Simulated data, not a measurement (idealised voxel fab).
Title: Process Module voxel released beams
165 nm wide, 5 nm square cells: that's cross-section cut.
Square cells in a grid make up a cross-section in this document, and the grid is given as bands, listed from the top down, each one or more rows of cells. A band entry consists of two parts. The first gives the height of the band's top and the height of its bottom, in nm. The rest lists the band's materials from left to right, each with its width in nm. A single material labelled with the word "everywhere" fills the band from edge to edge, and the word "air" marks empty space. Counting heights begins at 0, where everything beneath is, in the wafer as received, one material. The lowest band has no bottom; it goes on downwards, as "0 -> down" shows. Quick explanation for "30->40": the width changes in equal steps down the rows of cells, from the first number in the band's top row to the second number in its bottom row. Basically "no alterations made" means that step didn't change any cell in the cross-section. Enclosed voids (no open way to top), threshold 8 cells or more, entry "Unvented cavities", notation width x height at distance, distance from left edge, nm. On each step's line, the part that comes after the settings is the simulator's own comment on the step. What "overlay nm" on a step's line means: if the step has a mask, that mask lay this far to the right of its planned place, or, when the value is negative, to the left.
INTENDED PROCESS STEPS
1) RECEIVE (material Si)
2) CONFORMAL_DEP (material Al2O3; thk nm 10)
3) DIRECTIONAL_DEP (material SiO2; thk nm 15)
4) PATTERN (tone open; mask id ANCHOR; material resist; width nm 30; thk nm 15; overlay nm 0)
5) DIRECTIONAL_ETCH (etch materials SiO2; depth nm 5)
6) STRIP (etch materials resist)
7) CONFORMAL_DEP (material W; thk nm 10)
8) PATTERN (tone cover; mask id BEAM; material resist; width nm 110; thk nm 20; overlay nm 0)
9) DIRECTIONAL_ETCH (etch materials W; depth nm 10)
10) STRIP (etch materials resist)
11) STRIP (etch materials SiO2)
The value of depth nm given for step 5 in the plan refers to the first wafer; the wafers vary in this setting and are alike at the start.
HERE'S THE FIRST OF THE WAFERS IN CROSS-SECTION, JUST AS WE GOT IT, I.E. AFTER STEP 1
- 0 -> down  Si everywhere
- Unvented cavities: none
TAKE ANY ROW AND YOU HAVE A WAFER AT THE END OF THE MODULE: HOW MANY CELLS OF EACH MATERIAL IT HAS GAINED (+) OR LOST (-) SINCE IT WAS RECEIVED, AND THEN ITS CLOSED VOIDS
depth nm 5; +66 Al2O3; Unvented cavities: none
depth nm 10; +66 Al2O3; Unvented cavities: none
depth nm 15; +66 Al2O3; +56 W; Unvented cavities: none
depth nm 20; +66 Al2O3; +56 W; Unvented cavities: none
depth nm 25; +66 Al2O3; +56 W; Unvented cavities: none
depth nm 30; +66 Al2O3; +56 W; Unvented cavities: none
